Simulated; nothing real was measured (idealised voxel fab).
Herein follows the process module entitled voxel released beams.
For reference, the cross-section in this document is cut, with width 235 nm and square cells of 5 nm.
We lay out every cross-section as a grid of square cells and spell it out in bands from the top down, where one band means one or more rows of cells.
Look at the band entry: it leads with the top's height and the bottom's height in nm. Then it lists the materials left to right, with a width in nm for each. The word "throughout" on a single material says that material fills the band edge to edge. The word "blank" is empty space.
Height 0 is the level under which the wafer as received is all one material. The lowest band goes on downwards, as in "top 0, no bottom".
Width: "30->40" (first number = top row, second number = bottom row, same change from row to row of cells).
"left unchanged" -> step changed no cross-section cell.
"Closed internal voids" - sealed voids, min. 8 cells, no opening to top; format: width x height at distance (distance from left edge; nm throughout).
Note: text after step settings on the step line = simulator remark on that step.
On any step carrying a mask, the "overlay nm" setting, if present on the step's line, tells how far right of its planned place the mask lay; negative values point to the left.
[List of planned process steps]
| 1 | RECEIVE | material Si |
| 2 | CONFORMAL_DEP | material Al2O3 | thk nm 5 |
| 3 | DIRECTIONAL_DEP | material SiO2 | thk nm 20 |
| 4 | MASKED_ETCH | tone open | mask id ANCHOR | width nm 25 | etch materials SiO2 | depth nm 20 | overlay nm 0 |
| 5 | CONFORMAL_DEP | material W | thk nm 10 |
| 6 | DIRECTIONAL_DEP | material aC | thk nm 10 |
| 7 | PATTERN | tone cover | mask id BEAM | material resist | width nm 80 | thk nm 25 | overlay nm 0 |
| 8 | DIRECTIONAL_ETCH | etch materials aC | depth nm 10 |
| 9 | STRIP | etch materials resist |
| 10 | DIRECTIONAL_ETCH | etch materials W | depth nm 10 |
| 11 | STRIP | etch materials aC |
| 12 | STRIP | etch materials SiO2 |
[Wafer at receipt (post step 1), cross-section]
  top 0, no bottom = Si throughout
  Closed internal voids: none
[Below is the wafer in cross-section after the module was completed. It began from the starting point shown above and followed the plan shown above, except that one mistake was made while running it]
  top 15, bottom 5 = blank 75, then W 80, then blank 80
  top 5, bottom 0 = Al2O3 throughout
  top 0, no bottom = Si throughout
  Closed internal voids: none
Deviation from plan: step 3 was dropped from the plan's execution and never run
